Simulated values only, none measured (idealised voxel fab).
Process module heading - voxel fin reveal
In the cross-section labelled cut, the width is 170 nm and each square cell is 5 nm.
Cross-section = grid of square cells, listed top down in bands; band = one or more rows.
Each band's line starts with the height of the band's top and of its bottom, in nm. Then come its materials from left to right, each with its width in nm. One material with "everywhere" fills the band from edge to edge. "blank" is empty space.
Height reference: 0 = level under which incoming wafer is all one material. Lowest band: no bottom, runs on downward, e.g. "0 -> down".
The expression "30 to 40" gives the width at the extremes of the band, the first number at its top row of cells and the second at its bottom row, with the width changing by equal amounts from each row to the next in between.
What does "no change occurred" mean for a step? It means no cell of the cross-section changed in that step.
Any empty space of 8 cells or more lacking an open way to the top shows up in "Enclosed void inventory" as width x height at distance, distance from the left edge, in nm.
On each step's line, the part that comes after the settings is the simulator's own comment on the step.
For masked steps, "overlay nm" on the step line gives how far right of plan the mask actually lay; a minus sign means it lay to the left.
Steps planned for the process
1: RECEIVE: material Si
2: CONFORMAL_DEP: material SiN, thk nm 5
3: MASKED_ETCH: tone cover, mask id FINS, width nm 15, pitch nm 35, etch materials SiN, depth nm 5, overlay nm 0
4: MASKED_ETCH: tone cover, mask id FINS, width nm 15, pitch nm 35, etch materials Si, depth nm 35, overlay nm 0
5: FILL_DEP: material SiO2, thk nm 10
6: CMP: height nm 5
7: SELECTIVE_ETCH: etch materials SiO2, depth nm 30
8: STRIP: etch materials SiN
9: CONFORMAL_DEP: material SiO2, thk nm 5
Wafer as received: cross-section following step 1
- 0 -> down = Si everywhere
- Enclosed void inventory: none
Here's the cross-section of the first of our two wafers at the end of the module - it ran as planned
- 5 -> 0 = blank: 35 | SiO2: 25 | blank: 10 | SiO2: 25 | blank: 10 | SiO2: 25 | blank: 40
- 0 -> -20 = blank: 35 | SiO2: 5 | Si: 15 | SiO2: 5 | blank: 10 | SiO2: 5 | Si: 15 | SiO2: 5 | blank: 10 | SiO2: 5 | Si: 15 | SiO2: 5 | blank: 40
- -20 -> -35 = SiO2: 40 | Si: 15 | SiO2: 20 | Si: 15 | SiO2: 20 | Si: 15 | SiO2: 45
- -35 -> down = Si everywhere
- Enclosed void inventory: none
End-of-module cross-section of the second wafer: identical starting point and process plan to the first, with one processing mistake
- 5 -> 0 = blank: 35 | SiO2: 25 | blank: 10 | SiO2: 25 | blank: 10 | SiO2: 25 | blank: 40
- 0 -> -20 = blank: 35 | SiO2: 5 | Si: 15 | SiO2: 5 | blank: 10 | SiO2: 5 | Si: 15 | SiO2: 5 | blank: 10 | SiO2: 5 | Si: 15 | SiO2: 5 | blank: 40
- -20 -> -25 = SiO2: 15 | blank: 20 | SiO2: 5 | Si: 15 | SiO2: 5 | blank: 10 | SiO2: 5 | Si: 15 | SiO2: 5 | blank: 10 | SiO2: 5 | Si: 15 | SiO2: 5 | blank: 20 | SiO2: 20
- -25 -> -35 = SiO2: 40 | Si: 15 | SiO2: 20 | Si: 15 | SiO2: 20 | Si: 15 | SiO2: 45
- -35 -> down = Si everywhere
- Enclosed void inventory: none
Processing error: the processing plan was not followed for steps 7 and 8, which were run with their positions exchanged
At the finish, the second wafer shows more or fewer cells for some materials than the first does: -12 SiO2
